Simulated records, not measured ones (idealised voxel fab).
process module | voxel trench capacitor
cross-section cut | 165 nm wide | cells 5 nm
A cross-section is a grid of square cells, given in bands from the top down. A band is one or more rows of cells.
Each band's line starts with the height of the band's top and of its bottom, in nm. Then come its materials from left to right, each with its width in nm. One material with "throughout" fills the band from edge to edge. "air" is empty space.
Height 0 is the level under which the wafer as received is all one material. The lowest band goes on downwards, as in "0 down".
A width such as "30 to 40" changes by the same amount from each row of cells to the next, from the band's top row to its bottom row.
"no change" after a step means that no cell of the cross-section changed.
closed voids: empty space of 8 cells or more with no open way to the top, each as width x height at its distance from the left edge, in nm
after a step's settings: what the simulator itself notes on the step
overlay nm, on a step with a mask: how far to the right of its planned place the mask lay; to the left if negative
plan
1 op RECEIVE | material Si
2 op CONFORMAL_DEP | material SiN | thk nm 5
3 op DIRECTIONAL_DEP | material aC | thk nm 15
4 op PATTERN | tone open | mask id TRENCH | material resist | width nm 15 | pitch nm 40 | thk nm 35 | overlay nm 0
5 op DIRECTIONAL_ETCH | etch materials aC | depth nm 15
6 op STRIP | etch materials resist
7 op DIRECTIONAL_ETCH | etch materials SiN | depth nm 5
8 op DIRECTIONAL_ETCH | etch materials Si | depth nm 40
9 op STRIP | etch materials aC
10 op CONFORMAL_DEP | material Al2O3 | thk nm 5
11 op FILL_DEP | material polySi | thk nm 5
12 op CMP | height nm 5
as received, after step 1
  0 down: Si throughout
  closed voids: none
first wafer at the end, as planned
  5 to 0: SiN 35 | Al2O3 5 | polySi 5 | Al2O3 5 | SiN 25 | Al2O3 5 | polySi 5 | Al2O3 5 | SiN 25 | Al2O3 5 | polySi 5 | Al2O3 5 | SiN 35
  0 to -35: Si 35 | Al2O3 5 | polySi 5 | Al2O3 5 | Si 25 | Al2O3 5 | polySi 5 | Al2O3 5 | Si 25 | Al2O3 5 | polySi 5 | Al2O3 5 | Si 35
  -35 to -40: Si 35 | Al2O3 15 | Si 25 | Al2O3 15 | Si 25 | Al2O3 15 | Si 35
  -40 down: Si throughout
  closed voids: none
second wafer at the end: like start, like plan, one mistake
  5 to 0: SiN 40 | Al2O3 5 | polySi 5 | Al2O3 5 | SiN 25 | Al2O3 5 | polySi 5 | Al2O3 5 | SiN 25 | Al2O3 5 | polySi 5 | Al2O3 5 | SiN 30
  0 to -35: Si 40 | Al2O3 5 | polySi 5 | Al2O3 5 | Si 25 | Al2O3 5 | polySi 5 | Al2O3 5 | Si 25 | Al2O3 5 | polySi 5 | Al2O3 5 | Si 30
  -35 to -40: Si 40 | Al2O3 15 | Si 25 | Al2O3 15 | Si 25 | Al2O3 15 | Si 30
  -40 down: Si throughout
  closed voids: none
what went wrong: step 4 ran as: op PATTERN | tone open | mask id TRENCH | material resist | width nm 15 | pitch nm 40 | thk nm 35 | overlay nm 5
at the end the second wafer has, in cells: as many of each material as the first, in other places
